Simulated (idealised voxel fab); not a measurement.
The name of this process module is voxel released beams.
Cross-section cut: width 185 nm, square cells of 5 nm.
Cross-section layout: square cells on a grid; listed as bands, top to bottom; a band spans one or more cell rows. For a band, the entry starts with two heights in nm, that of the top and then that of the bottom, and carries on with the band's materials in order from left to right, each alongside its width in nm; the word "edge to edge" beside a single material means it fills the band edge to edge, and "empty" means empty space. Beneath 0, the wafer as received is one material, and that level is where height counting begins. The lowest band goes on downward without a bottom; it is written like "top 0, no bottom". So if you see something like "30..40" for the width, read it as the top row of the band sitting at the first number and the bottom row at the second, with every row in between moving by the same amount as the last. Key: "stayed the same" - step with no changed cell in the cross-section. In the "Voids, sealed" entry, you get each enclosed empty space of 8 cells or more, one with no open way to the top, written width x height at distance, distance from the left edge, in nm. Whatever follows a step's settings on its line is a remark the simulator itself makes about that step. overlay nm: mask offset rightward from planned place, masked step; negative means leftward offset.

**Planned process steps**
1. RECEIVE,material Si
2. CONFORMAL_DEP,material Al2O3,thk nm 5
3. DIRECTIONAL_DEP,material SiO2,thk nm 10
4. DIRECTIONAL_DEP,material aC,thk nm 10
5. PATTERN,tone open,mask id ANCHOR,material resist,width nm 35,thk nm 30,overlay nm -15
6. DIRECTIONAL_ETCH,etch materials aC,depth nm 10
7. STRIP,etch materials resist
8. DIRECTIONAL_ETCH,etch materials SiO2,depth nm 10
9. STRIP,etch materials aC
10. CONFORMAL_DEP,material polySi,thk nm 10
11. MASKED_ETCH,tone cover,mask id BEAM,width nm 95,etch materials polySi,depth nm 10,overlay nm 0
12. STRIP,etch materials SiO2
Every wafer here starts from the same state; it is the step 5 overlay nm that distinguishes them, and the value the plan gives belongs to the first wafer.

**Cross-section of the first of several wafers on receipt, reflecting completion of step 1**
* top 0, no bottom  Si edge to edge
* Voids, sealed: none

**Here's the first of several wafers in cross-section, end of the module, after the last step, step 12**
* top 25, bottom 15  empty (55), polySi (80), empty (50)
* top 15, bottom 5  empty (30), polySi (35), empty (120)
* top 5, bottom 0  Al2O3 edge to edge
* top 0, no bottom  Si edge to edge
* Voids, sealed: none

**Last wafer x-sec, end of module**
* top 25, bottom 15  empty (40), polySi (30), empty (15), polySi (50), empty (50)
* top 15, bottom 5  empty (60), polySi (35), empty (90)
* top 5, bottom 0  Al2O3 edge to edge
* top 0, no bottom  Si edge to edge
* Voids, sealed: none

**wafer rows; end of module; cells per material since receipt: (+) gained, (-) lost; then closed voids**
overlay nm -15; +37 Al2O3; +46 polySi; Voids, sealed: none
overlay nm -10; +37 Al2O3; +46 polySi; Voids, sealed: none
overlay nm -5; +37 Al2O3; +46 polySi; Voids, sealed: none
overlay nm 0; +37 Al2O3; +46 polySi; Voids, sealed: none
overlay nm 5; +37 Al2O3; +46 polySi; Voids, sealed: none
overlay nm 10; +37 Al2O3; +46 polySi; Voids, sealed: none
overlay nm 15; +37 Al2O3; +46 polySi; Voids, sealed: none
